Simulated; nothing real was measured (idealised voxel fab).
Module name: voxel spacer lines (process module)
Each square cell in cross-section cut measures 5 nm, and the section as a whole is 220 nm wide.
Square cells in a grid make up a cross-section in this document, and the grid is given as bands, listed from the top down, each one or more rows of cells.
The entry gives the band's vertical extent as a top height and a bottom height in nm, then its horizontal make-up as materials from left to right, each with a width in nm. "air" stands for empty space; a single material marked "everywhere" fills the band edge to edge.
Heights are measured from 0, the level below which the as-received wafer is all one material; the lowest band has no bottom and continues downward, written as in "z 0 and below".
When a width is written as two numbers, as in "30 to 40", the first number is the width in the top row of cells of the band and the second is the width in its bottom row, and the width changes by the same amount from each row to the next.
For the purposes of this document, the phrase "no alterations made" attached to a step denotes that no cell within the cross-section was modified by that step.
Enclosed voids (no open way to top), threshold 8 cells or more, entry "Entrapped voids", notation width x height at distance, distance from left edge, nm.
after a step's settings: what the simulator itself notes on the step
"overlay nm" answers the question of how far to the right of plan the mask lay on a step that has a mask, and when it is negative the answer is to the left.

THIS SECTION LISTS THE PROCESS STEPS THAT WERE PLANNED
| 1 | RECEIVE with material Si |
| 2 | CONFORMAL_DEP with material Al2O3, thk nm 5 |
| 3 | DIRECTIONAL_DEP with material SiN, thk nm 15 |
| 4 | DIRECTIONAL_DEP with material polySi, thk nm 25 |
| 5 | PATTERN with tone cover, mask id MANDREL, material resist, width nm 20, pitch nm 70, thk nm 35, overlay nm -15 |
| 6 | DIRECTIONAL_ETCH with etch materials polySi, depth nm 25 |
| 7 | STRIP with etch materials resist |
| 8 | CONFORMAL_DEP with material SiO2, thk nm 15 |
| 9 | DIRECTIONAL_ETCH with etch materials SiO2, depth nm 15 |
| 10 | STRIP with etch materials polySi |
| 11 | DIRECTIONAL_ETCH with etch materials SiN, depth nm 15 |
| 12 | STRIP with etch materials SiO2 |
| 13 | FILL_DEP with material lowk, thk nm 10 |
| 14 | CMP with height nm 20 |
Split variable: overlay nm, step 5. Plan value = first wafer. Wafers start alike.

CROSS-SECTION, FIRST OF SEVERAL WAFERS, AS DELIVERED AFTER STEP 1
    z 0 and below: Si everywhere
    Entrapped voids: none

WAFER ROWS; END OF MODULE; CELLS PER MATERIAL SINCE RECEIPT: (+) GAINED, (-) LOST; THEN CLOSED VOIDS
overlay nm -15; +44 Al2O3; +36 SiN; +96 lowk; Entrapped voids: none
overlay nm -10; +44 Al2O3; +36 SiN; +96 lowk; Entrapped voids: none
overlay nm -5; +44 Al2O3; +36 SiN; +96 lowk; Entrapped voids: none
overlay nm 0; +44 Al2O3; +36 SiN; +96 lowk; Entrapped voids: none
overlay nm 5; +44 Al2O3; +36 SiN; +96 lowk; Entrapped voids: none
overlay nm 10; +44 Al2O3; +36 SiN; +96 lowk; Entrapped voids: none
overlay nm 15; +44 Al2O3; +36 SiN; +96 lowk; Entrapped voids: none
